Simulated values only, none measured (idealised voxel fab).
A process module follows: voxel capacitor over wiring.
Cross-section cut: width 165 nm, square cells of 5 nm.
Cross-section format: a grid of square cells, given as bands from top to bottom; each band is one or more rows of cells. Band: top and bottom heights (nm) first, top before bottom; then materials from left to right, widths in nm. "throughout" marks a sole material filling the band edge to edge. "empty" denotes empty space. Measure heights from 0. That's the level where, below it, the as-received wafer is all one material. The lowest band is bottomless and extends downward; write it as in "from 0 down". The notation "30->40" denotes a width that varies across the rows of cells in the band, beginning at the first number in the top row, finishing at the second number in the bottom row, and changing by an identical amount from each row to the next. Step marked "identical to before"? Then no cell in the cross-section changed in it. Look at "Enclosed void catalog" for the closed voids: empty spaces with no open path to the top, sized 8 cells or up. Each is width x height at distance, distance from the left edge, all nm. Heads up: the bit after the settings on a step's line is the simulator's remark on that step. A step's line can hold "overlay nm"; with a mask on that step, the setting says how far right of the planned place the mask lay, while a negative setting says it lay to the left.

The steps planned for the process are as follows:
1) RECEIVE,material Si
2) CONFORMAL_DEP,material SiO2,thk nm 15
3) CONFORMAL_DEP,material SiCN,thk nm 5
4) DIRECTIONAL_DEP,material SiO2,thk nm 25
5) PATTERN,tone open,mask id METAL_1,material resist,width nm 30,pitch nm 95,thk nm 15,overlay nm 0
6) DIRECTIONAL_ETCH,etch materials SiO2,depth nm 25
7) DIRECTIONAL_ETCH,etch materials SiCN,depth nm 5
8) STRIP,etch materials resist
9) CONFORMAL_DEP,material TiN,thk nm 5
10) FILL_DEP,material Ru,thk nm 5
11) CMP,height nm 45
12) EPI,material Ru,thk nm 5
13) FILL_DEP,material SiCN,thk nm 5
14) DIRECTIONAL_DEP,material SiO2,thk nm 20
15) DIRECTIONAL_DEP,material aC,thk nm 10
16) PATTERN,tone open,mask id PLUG_1,material resist,width nm 15,thk nm 25,overlay nm 0
17) DIRECTIONAL_ETCH,etch materials aC,depth nm 10
18) STRIP,etch materials resist
19) DIRECTIONAL_ETCH,etch materials SiO2,depth nm 20
20) DIRECTIONAL_ETCH,etch materials SiCN,depth nm 5
21) STRIP,etch materials aC
22) CONFORMAL_DEP,material TiN,thk nm 5
23) FILL_DEP,material W,thk nm 5
24) CMP,height nm 75
25) DIRECTIONAL_DEP,material TiN,thk nm 5
26) DIRECTIONAL_DEP,material SiN,thk nm 5
27) DIRECTIONAL_DEP,material TiN,thk nm 10
28) MASKED_ETCH,tone cover,mask id UPPER_PLATE,width nm 70,etch materials TiN,depth nm 10,overlay nm 0
29) MASKED_ETCH,tone cover,mask id UPPER_PLATE,width nm 70,etch materials SiN,depth nm 5,overlay nm 0
30) PATTERN,tone cover,mask id LOWER_PLATE,material resist,width nm 80,thk nm 15,overlay nm 0
31) DIRECTIONAL_ETCH,etch materials TiN,depth nm 5
32) STRIP,etch materials resist
33) FILL_DEP,material SiO2,thk nm 15
34) CMP,height nm 105
35) PATTERN,tone open,mask id PLUG_2,material resist,width nm 15,thk nm 20,overlay nm 0
36) DIRECTIONAL_ETCH,etch materials SiO2,depth nm 10
37) STRIP,etch materials resist
38) CONFORMAL_DEP,material TiN,thk nm 5
39) FILL_DEP,material Cu,thk nm 5
40) CMP,height nm 105
41) CONFORMAL_DEP,material SiCN,thk nm 5

This is the cross-section of the wafer as we received it, i.e. after step 1:
  from 0 down = Si throughout
  Enclosed void catalog: none

End-of-module cross-section of the first of two wafers, processed as planned:
  from 110 to 105 = SiCN throughout
  from 105 to 100 = 45 of SiO2; 5 of TiN; 5 of Cu; 5 of TiN; 105 of SiO2
  from 100 to 95 = 45 of SiO2; 15 of TiN; 105 of SiO2
  from 95 to 85 = 35 of SiO2; 70 of TiN; 60 of SiO2
  from 85 to 80 = 35 of SiO2; 70 of SiN; 60 of SiO2
  from 80 to 75 = 30 of SiO2; 80 of TiN; 55 of SiO2
  from 75 to 55 = 35 of SiO2; 5 of TiN; 5 of W; 5 of TiN; 115 of SiO2
  from 55 to 50 = 35 of SiCN; 15 of TiN; 115 of SiCN
  from 50 to 45 = 15 of SiCN; 40 of Ru; 55 of SiCN; 40 of Ru; 15 of SiCN
  from 45 to 20 = 20 of SiO2; 5 of TiN; 20 of Ru; 5 of TiN; 65 of SiO2; 5 of TiN; 20 of Ru; 5 of TiN; 20 of SiO2
  from 20 to 15 = 20 of SiCN; 30 of TiN; 65 of SiCN; 30 of TiN; 20 of SiCN
  from 15 to 0 = SiO2 throughout
  from 0 down = Si throughout
  Enclosed void catalog: none

Second wafer at the end: like start, like plan, one mistake:
  from 110 to 105 = SiCN throughout
  from 105 to 100 = 45 of SiO2; 5 of TiN; 5 of Cu; 5 of TiN; 105 of SiO2
  from 100 to 95 = 45 of SiO2; 15 of TiN; 105 of SiO2
  from 95 to 90 = 30 of SiO2; 5 of TiN; 70 of SiO2; 5 of TiN; 55 of SiO2
  from 90 to 85 = 35 of TiN; 70 of SiO2; 60 of TiN
  from 85 to 80 = SiN throughout
  from 80 to 75 = TiN throughout
  from 75 to 55 = 35 of SiO2; 5 of TiN; 5 of W; 5 of TiN; 115 of SiO2
  from 55 to 50 = 35 of SiCN; 15 of TiN; 115 of SiCN
  from 50 to 45 = 15 of SiCN; 40 of Ru; 55 of SiCN; 40 of Ru; 15 of SiCN
  from 45 to 20 = 20 of SiO2; 5 of TiN; 20 of Ru; 5 of TiN; 65 of SiO2; 5 of TiN; 20 of Ru; 5 of TiN; 20 of SiO2
  from 20 to 15 = 20 of SiCN; 30 of TiN; 65 of SiCN; 30 of TiN; 20 of SiCN
  from 15 to 0 = SiO2 throughout
  from 0 down = Si throughout
  Enclosed void catalog: none
In executing the process, a mistake was made relative to the plan: step 28 off recipe, ran as MASKED_ETCH,tone open,mask id UPPER_PLATE,width nm 70,etch materials TiN,depth nm 10,overlay nm 0
It is noted that, at the conclusion of processing, the second wafer exhibits a higher or lower cell count for certain materials relative to the first: 19 more of SiN; 29 fewer of SiO2; 10 more of TiN
